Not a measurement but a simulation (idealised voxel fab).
This is a process module. Its name is voxel plated lines.
The cross-section on display is named cut; it measures 215 nm wide, and its cells are 5 nm squares.
In what follows, cross-sections appear as grids of square cells, described through bands that run from the top down, where every band is one or more rows of cells. In this notation a band is specified by the heights of its top and bottom, in that order and in nm, after which its materials appear from left to right, each paired with its width in nm. The word "throughout" attached to a single material means that material fills the band from edge to edge; the word "empty" stands for empty space. Beneath 0, the wafer as received is one material, and that level is where height counting begins. The lowest band goes on downward without a bottom; it is written like "0 nm and below". It should be noted that a width expressed as "30 to 40" varies in equal increments from row to row of cells within the band, taking the value of the first number at the top row and that of the second number at the bottom row. Key: "same as before" - step with no changed cell in the cross-section. Reported under the label "Enclosed void inventory" are the empty spaces having no open way to the top and comprising 8 cells or more; the notation for each is width x height at distance, in which the distance is measured from the left edge and all three values are in nm. What comes after the settings on a step's line is commentary from the simulator itself on that step. overlay nm: mask right of planned place by this much (step with mask). Neg. = left.
Set out below are the planned steps of the process
1. RECEIVE (material Si)
2. CONFORMAL_DEP (material SiN; thk nm 15)
3. DIRECTIONAL_DEP (material TiN; thk nm 5)
4. PATTERN (tone open; mask id LINES; material resist; width nm 25; pitch nm 55; thk nm 30; overlay nm 0)
5. EPI (material Ru; thk nm 5)
6. EPI (material Ru; thk nm 5)
7. STRIP (etch materials resist)
8. DIRECTIONAL_ETCH (etch materials TiN; depth nm 5)
9. CONFORMAL_DEP (material SiO2; thk nm 5)
Shown in cross-section is the wafer as received, that is, as it stands after step 1
	0 nm and below  Si throughout
	Enclosed void inventory: none
Run as planned - first of the two wafers cross-sectioned at the end of the module
	35 nm to 30 nm  35 of empty, then 35 of SiO2, then 20 of empty, then 35 of SiO2, then 20 of empty, then 35 of SiO2, then 35 of empty
	30 nm to 20 nm  35 of empty, then 5 of SiO2, then 25 of Ru, then 5 of SiO2, then 20 of empty, then 5 of SiO2, then 25 of Ru, then 5 of SiO2, then 20 of empty, then 5 of SiO2, then 25 of Ru, then 5 of SiO2, then 35 of empty
	20 nm to 15 nm  40 of SiO2, then 25 of TiN, then 30 of SiO2, then 25 of TiN, then 30 of SiO2, then 25 of TiN, then 40 of SiO2
	15 nm to 0 nm  SiN throughout
	0 nm and below  Si throughout
	Enclosed void inventory: none
End-of-module cross-section of the second wafer: identical starting point and process plan to the first, with one processing mistake
	35 nm to 30 nm  40 of empty, then 30 of SiO2, then 25 of empty, then 30 of SiO2, then 25 of empty, then 30 of SiO2, then 35 of empty
	30 nm to 20 nm  40 of empty, then 5 of SiO2, then 20 of Ru, then 5 of SiO2, then 25 of empty, then 5 of SiO2, then 20 of Ru, then 5 of SiO2, then 25 of empty, then 5 of SiO2, then 20 of Ru, then 5 of SiO2, then 35 of empty
	20 nm to 15 nm  45 of SiO2, then 20 of TiN, then 35 of SiO2, then 20 of TiN, then 35 of SiO2, then 20 of TiN, then 40 of SiO2
	15 nm to 0 nm  SiN throughout
	0 nm and below  Si throughout
	Enclosed void inventory: none
Short version of what went wrong: heads up, step 4 didn't go per plan, it actually ran as PATTERN (tone open; mask id LINES; material resist; width nm 20; pitch nm 55; thk nm 30; overlay nm 0)
Counted in cells at the end, the second wafer holds more or fewer of these materials than the first: Ru -6, TiN -3
